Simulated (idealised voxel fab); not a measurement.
process module | voxel capacitor over wiring
225 nm wide, 5 nm square cells: that's cross-section cut.
Notation: cross-section as square-cell grid; stated in bands, top first, going down; one or more cell rows per band.
The band entry comprises the height of the band's top followed by the height of its bottom, expressed in nm, and subsequently the band's materials from left to right, each stated together with its width in nm. Where a single material is marked with the word "edge to edge", that material fills the band from edge to edge. The word "air" represents empty space.
Below 0: as-received wafer, all one material; heights counted from there. Lowest band: no bottom, goes on down, written "top 0, no bottom".
The expression "30..40" gives the width at the extremes of the band, the first number at its top row of cells and the second at its bottom row, with the width changing by equal amounts from each row to the next in between.
For the purposes of this document, the phrase "remained unchanged" attached to a step denotes that no cell within the cross-section was modified by that step.
The list in "Sealed cavities" covers empty spaces of 8 cells or more that cannot reach the top through any open way, and it gives each as width x height at distance; the distance is from the left edge, and width, height and distance are in nm.
It should be noted that, on the line of a given step, the content following the step's settings is a remark produced by the simulator itself with respect to that step.
overlay nm: mask offset rightward from planned place, masked step; negative means leftward offset.

### List of planned process steps
1,RECEIVE with material Si
2,CONFORMAL_DEP with material SiO2, thk nm 15
3,CONFORMAL_DEP with material SiN, thk nm 5
4,DIRECTIONAL_DEP with material SiO2, thk nm 15
5,DIRECTIONAL_DEP with material aC, thk nm 10
6,PATTERN with tone open, mask id METAL_1, material resist, width nm 20, pitch nm 90, thk nm 25, overlay nm 0
7,DIRECTIONAL_ETCH with etch materials aC, depth nm 10
8,STRIP with etch materials resist
9,DIRECTIONAL_ETCH with etch materials SiO2, depth nm 15
10,DIRECTIONAL_ETCH with etch materials SiN, depth nm 5
11,STRIP with etch materials aC
12,CONFORMAL_DEP with material TiN, thk nm 5
13,FILL_DEP with material Cu, thk nm 10
14,CMP with height nm 35
15,EPI with material Ru, thk nm 5
16,FILL_DEP with material SiCN, thk nm 5
17,DIRECTIONAL_DEP with material SiO2, thk nm 20
18,PATTERN with tone open, mask id PLUG_1, material resist, width nm 15, thk nm 15, overlay nm 0
19,DIRECTIONAL_ETCH with etch materials SiO2, depth nm 20
20,DIRECTIONAL_ETCH with etch materials SiCN, depth nm 5
21,STRIP with etch materials resist
22,EPI with material Ru, thk nm 10
23,EPI with material Ru, thk nm 10
24,EPI with material Ru, thk nm 5
25,DIRECTIONAL_DEP with material TiN, thk nm 10
26,DIRECTIONAL_DEP with material SiN, thk nm 5
27,DIRECTIONAL_DEP with material TiN, thk nm 5
28,MASKED_ETCH with tone cover, mask id UPPER_PLATE, width nm 75, etch materials TiN, depth nm 5, overlay nm 0
29,MASKED_ETCH with tone cover, mask id UPPER_PLATE, width nm 75, etch materials SiN, depth nm 5, overlay nm 0
30,PATTERN with tone cover, mask id LOWER_PLATE, material resist, width nm 85, thk nm 15, overlay nm 0
31,DIRECTIONAL_ETCH with etch materials TiN, depth nm 10
32,STRIP with etch materials resist
33,FILL_DEP with material SiO2, thk nm 20
34,CMP with height nm 100
35,MASKED_ETCH with tone open, mask id PLUG_2, width nm 15, etch materials SiO2, depth nm 15, overlay nm 0
36,CONFORMAL_DEP with material TiN, thk nm 5
37,FILL_DEP with material Cu, thk nm 5
38,CMP with height nm 100
39,CONFORMAL_DEP with material SiCN, thk nm 5

### Received-state cross-section, reflecting completion of step 1
> top 0, no bottom  Si edge to edge
> Sealed cavities: none

### Post-module cross-section: identical start and plan to those above, one misstep in execution
> top 95, bottom 90  SiCN edge to edge
> top 90, bottom 80  SiO2 70..60 nm | TiN 15..75 nm | SiO2 140..90 nm
> top 80, bottom 75  SiO2 60 nm | SiN 75 nm | SiO2 90 nm
> top 75, bottom 65  SiO2 55 nm | TiN 85 nm | SiO2 85 nm
> top 65, bottom 45  SiO2 60 nm | Ru 15 nm | SiO2 150 nm
> top 45, bottom 40  SiCN 60 nm | Ru 15 nm | SiCN 150 nm
> top 40, bottom 35  SiCN 50 nm | Ru 30 nm | SiCN 60 nm | Ru 30 nm | SiCN 55 nm
> top 35, bottom 20  SiO2 55 nm | TiN 5 nm | Cu 10 nm | TiN 5 nm | SiO2 70 nm | TiN 5 nm | Cu 10 nm | TiN 5 nm | SiO2 60 nm
> top 20, bottom 15  SiN 55 nm | TiN 20 nm | SiN 70 nm | TiN 20 nm | SiN 60 nm
> top 15, bottom 0  SiO2 edge to edge
> top 0, no bottom  Si edge to edge
> Sealed cavities: none
Heads up, the wafer didn't run the way we planned it: step 38 was not run as planned; what actually ran was CMP with height nm 90
